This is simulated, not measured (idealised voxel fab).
process module | voxel trench capacitor
cross-section cut | 160 nm wide | cells 5 nm
A cross-section is a grid of square cells, given in bands from the top down. A band is one or more rows of cells.
Each band's line starts with the height of the band's top and of its bottom, in nm. Then come its materials from left to right, each with its width in nm. One material with "throughout" fills the band from edge to edge. "air" is empty space.
Height 0 is the level under which the wafer as received is all one material. The lowest band goes on downwards, as in "0 down".
A width such as "30 to 40" changes by the same amount from each row of cells to the next, from the band's top row to its bottom row.
"no change" after a step means that no cell of the cross-section changed.
closed voids: empty space of 8 cells or more with no open way to the top, each as width x height at its distance from the left edge, in nm
after a step's settings: what the simulator itself notes on the step
overlay nm, on a step with a mask: how far to the right of its planned place the mask lay; to the left if negative
plan
1 op RECEIVE | material Si
2 op CONFORMAL_DEP | material SiN | thk nm 10
3 op MASKED_ETCH | tone open | mask id TRENCH | width nm 30 | pitch nm 45 | etch materials SiN | depth nm 10 | overlay nm 0
4 op MASKED_ETCH | tone open | mask id TRENCH | width nm 30 | pitch nm 45 | etch materials Si | depth nm 40 | overlay nm 0
5 op CONFORMAL_DEP | material Al2O3 | thk nm 5
6 op CONFORMAL_DEP | material TiN | thk nm 5
7 op FILL_DEP | material W | thk nm 5
8 op CMP | height nm 10
first wafer, as planned
as received, after step 1
  0 down: Si throughout
  closed voids: none
after step 2
  10 to 0: SiN throughout
  below 0: unchanged
after step 3
  10 to 0: SiN 40 | air 30 | SiN 15 | air 30 | SiN 45
  below 0: unchanged
after step 4
  10 to 0: SiN 40 | air 30 | SiN 15 | air 30 | SiN 45
  0 to -40: Si 40 | air 30 | Si 15 | air 30 | Si 45
  below -40: unchanged
after step 5
  15 to 10: Al2O3 45 | air 20 | Al2O3 25 | air 20 | Al2O3 50
  10 to 0: SiN 40 | Al2O3 5 | air 20 | Al2O3 5 | SiN 15 | Al2O3 5 | air 20 | Al2O3 5 | SiN 45
  0 to -35: Si 40 | Al2O3 5 | air 20 | Al2O3 5 | Si 15 | Al2O3 5 | air 20 | Al2O3 5 | Si 45
  -35 to -40: Si 40 | Al2O3 30 | Si 15 | Al2O3 30 | Si 45
  below -40: unchanged
after step 6
  20 to 15: TiN 50 | air 10 | TiN 35 | air 10 | TiN 55
  15 to 10: Al2O3 45 | TiN 5 | air 10 | TiN 5 | Al2O3 25 | TiN 5 | air 10 | TiN 5 | Al2O3 50
  10 to 0: SiN 40 | Al2O3 5 | TiN 5 | air 10 | TiN 5 | Al2O3 5 | SiN 15 | Al2O3 5 | TiN 5 | air 10 | TiN 5 | Al2O3 5 | SiN 45
  0 to -30: Si 40 | Al2O3 5 | TiN 5 | air 10 | TiN 5 | Al2O3 5 | Si 15 | Al2O3 5 | TiN 5 | air 10 | TiN 5 | Al2O3 5 | Si 45
  -30 to -35: Si 40 | Al2O3 5 | TiN 20 | Al2O3 5 | Si 15 | Al2O3 5 | TiN 20 | Al2O3 5 | Si 45
  below -35: unchanged
after step 7
  25 to 20: W throughout
  20 to 15: TiN 50 | W 10 | TiN 35 | W 10 | TiN 55
  15 to 10: Al2O3 45 | TiN 5 | W 10 | TiN 5 | Al2O3 25 | TiN 5 | W 10 | TiN 5 | Al2O3 50
  10 to 0: SiN 40 | Al2O3 5 | TiN 5 | W 10 | TiN 5 | Al2O3 5 | SiN 15 | Al2O3 5 | TiN 5 | W 10 | TiN 5 | Al2O3 5 | SiN 45
  0 to -30: Si 40 | Al2O3 5 | TiN 5 | W 10 | TiN 5 | Al2O3 5 | Si 15 | Al2O3 5 | TiN 5 | W 10 | TiN 5 | Al2O3 5 | Si 45
  below -30: unchanged
after step 8
  10 to 0: SiN 40 | Al2O3 5 | TiN 5 | W 10 | TiN 5 | Al2O3 5 | SiN 15 | Al2O3 5 | TiN 5 | W 10 | TiN 5 | Al2O3 5 | SiN 45
  below 0: unchanged
second wafer: like start, like plan, one mistake. Through step 2 it matches the first wafer
when step 3 should have ended
  10 to 0: air 40 | SiN 30 | air 15 | SiN 30 | air 45
  below 0: unchanged
when step 4 should have ended: no change
when step 5 should have ended
  15 to 10: air 35 | Al2O3 40 | air 5 | Al2O3 40 | air 40
  10 to 5: air 35 | Al2O3 5 | SiN 30 | Al2O3 5 | air 5 | Al2O3 5 | SiN 30 | Al2O3 5 | air 40
  5 to 0: Al2O3 40 | SiN 30 | Al2O3 15 | SiN 30 | Al2O3 45
  below 0: unchanged
when step 6 should have ended
  20 to 15: air 30 | TiN 95 | air 35
  15 to 10: air 30 | TiN 5 | Al2O3 40 | TiN 5 | Al2O3 40 | TiN 5 | air 35
  10 to 5: TiN 35 | Al2O3 5 | SiN 30 | Al2O3 5 | TiN 5 | Al2O3 5 | SiN 30 | Al2O3 5 | TiN 40
  below 5: unchanged
when step 7 should have ended
  25 to 20: W throughout
  20 to 15: W 30 | TiN 95 | W 35
  15 to 10: W 30 | TiN 5 | Al2O3 40 | TiN 5 | Al2O3 40 | TiN 5 | W 35
  below 10: unchanged
when step 8 should have ended
  10 to 5: TiN 35 | Al2O3 5 | SiN 30 | Al2O3 5 | TiN 5 | Al2O3 5 | SiN 30 | Al2O3 5 | TiN 40
  below 5: unchanged
what went wrong: step 3 ran as: op MASKED_ETCH | tone cover | mask id TRENCH | width nm 30 | pitch nm 45 | etch materials SiN | depth nm 10 | overlay nm 0
at the end the second wafer has, in cells: 24 fewer of Al2O3 | 96 more of Si | 16 fewer of SiN | 24 fewer of TiN | 32 fewer of W
